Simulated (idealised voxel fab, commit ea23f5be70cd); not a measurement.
This section sets out a process module, namely voxel tone inversion.
Cross-section cut: width 165 nm, square cells of 5 nm.
Notation: cross-section as square-cell grid; stated in bands, top first, going down; one or more cell rows per band.
Band: top height; bottom height; in nm. Then, left to right: material with width in nm, for each material. "everywhere": a single material spanning edge to edge. "blank": empty space.
Note: height 0 marks the level under which the wafer is uniformly one material as received. Lowest band unbounded below, written "from 0 down".
The two numbers in a width such as "30->40" mark its ends across the band: the first belongs to the top row of cells, the second to the bottom row, and from each row to the next the width moves by the same amount.
Take "no change" at face value: in the step it is given for, the cross-section changed in none of its cells.
"Closed void listing" lists enclosed empty spaces (at least 8 cells, no open path upward to the top), each as width x height at distance from the left edge, in nm.
Where a step's line continues beyond its settings, the continuation is a remark by the simulator itself on that step.
overlay nm: for a step with a mask, the amount by which the mask lay right of where it was planned; a negative amount means left of it.

## The following list gives the planned process steps
step 1: RECEIVE | material Si
step 2: CONFORMAL_DEP | material SiCN | thk nm 10
step 3: DIRECTIONAL_DEP | material polySi | thk nm 15
step 4: PATTERN | tone cover | mask id POSTS | material resist | width nm 15 | pitch nm 30 | thk nm 20 | overlay nm 0
step 5: DIRECTIONAL_ETCH | etch materials polySi | depth nm 15
step 6: STRIP | etch materials resist
step 7: FILL_DEP | material SiO2 | thk nm 5
step 8: CMP | height nm 25
step 9: STRIP | etch materials polySi

## The following pertains to the first of two wafers, which was processed as planned

## Wafer as received: cross-section following step 1
* from 0 down  Si everywhere
* Closed void listing: none

## Wafer section view after processing step 2
* from 10 to 0  SiCN everywhere
* Below 0 it's all the same as before, nothing changed down there.

## Wafer section view after processing step 3
* from 25 to 10  polySi everywhere
* Below 10 it's all the same as before, nothing changed down there.

## Wafer section view after processing step 4
* from 45 to 25  blank (30); resist (15); blank (15); resist (15); blank (15); resist (15); blank (15); resist (15); blank (30)
* Below 25 it's all the same as before, nothing changed down there.

## Wafer section view after processing step 5
* from 45 to 25  blank (30); resist (15); blank (15); resist (15); blank (15); resist (15); blank (15); resist (15); blank (30)
* from 25 to 10  blank (30); polySi (15); blank (15); polySi (15); blank (15); polySi (15); blank (15); polySi (15); blank (30)
* Below 10 it's all the same as before, nothing changed down there.

## Wafer section view after processing step 6
* from 25 to 10  blank (30); polySi (15); blank (15); polySi (15); blank (15); polySi (15); blank (15); polySi (15); blank (30)
* Below 10 it's all the same as before, nothing changed down there.

## Wafer section view after processing step 7
* from 30 to 25  SiO2 everywhere
* from 25 to 10  SiO2 (30); polySi (15); SiO2 (15); polySi (15); SiO2 (15); polySi (15); SiO2 (15); polySi (15); SiO2 (30)
* Below 10 it's all the same as before, nothing changed down there.

## Wafer section view after processing step 8
* from 25 to 10  SiO2 (30); polySi (15); SiO2 (15); polySi (15); SiO2 (15); polySi (15); SiO2 (15); polySi (15); SiO2 (30)
* Below 10 it's all the same as before, nothing changed down there.

## Wafer section view after processing step 9
* from 25 to 10  SiO2 (30); blank (15); SiO2 (15); blank (15); SiO2 (15); blank (15); SiO2 (15); blank (15); SiO2 (30)
* Below 10 it's all the same as before, nothing changed down there.

## Second wafer. Start and plan as for the first. One mistake made in running. Agrees with the first up to and including step 1

## Cross-sectional representation of the second wafer at the time designated in the plan for the completion of step 2
* from 15 to 0  polySi everywhere
* Below 0 it's all the same as before, nothing changed down there.

## Cross-sectional representation of the second wafer at the time designated in the plan for the completion of step 3
* from 25 to 15  SiCN everywhere
* Below 15 it's all the same as before, nothing changed down there.

## Cross-sectional representation of the second wafer at the time designated in the plan for the completion of step 4
* from 45 to 25  blank (30); resist (15); blank (15); resist (15); blank (15); resist (15); blank (15); resist (15); blank (30)
* Below 25 it's all the same as before, nothing changed down there.

Cross-sectional representation of the second wafer at the time designated in the plan for the completion of step 5: no change

## Cross-sectional representation of the second wafer at the time designated in the plan for the completion of step 6
* from 25 to 15  SiCN everywhere
* Below 15 it's all the same as before, nothing changed down there.

## Cross-sectional representation of the second wafer at the time designated in the plan for the completion of step 7
* from 30 to 25  SiO2 everywhere
* Below 25 it's all the same as before, nothing changed down there.

## Cross-sectional representation of the second wafer at the time designated in the plan for the completion of step 8
* from 25 to 15  SiCN everywhere
* Below 15 it's all the same as before, nothing changed down there.

Cross-sectional representation of the second wafer at the time designated in the plan for the completion of step 9: no change
Run error: steps 2 and 3 were swapped
FYI, end of process, the second wafer has more or fewer cells of some materials than the first: SiO2: 63 fewer, polySi: 99 more
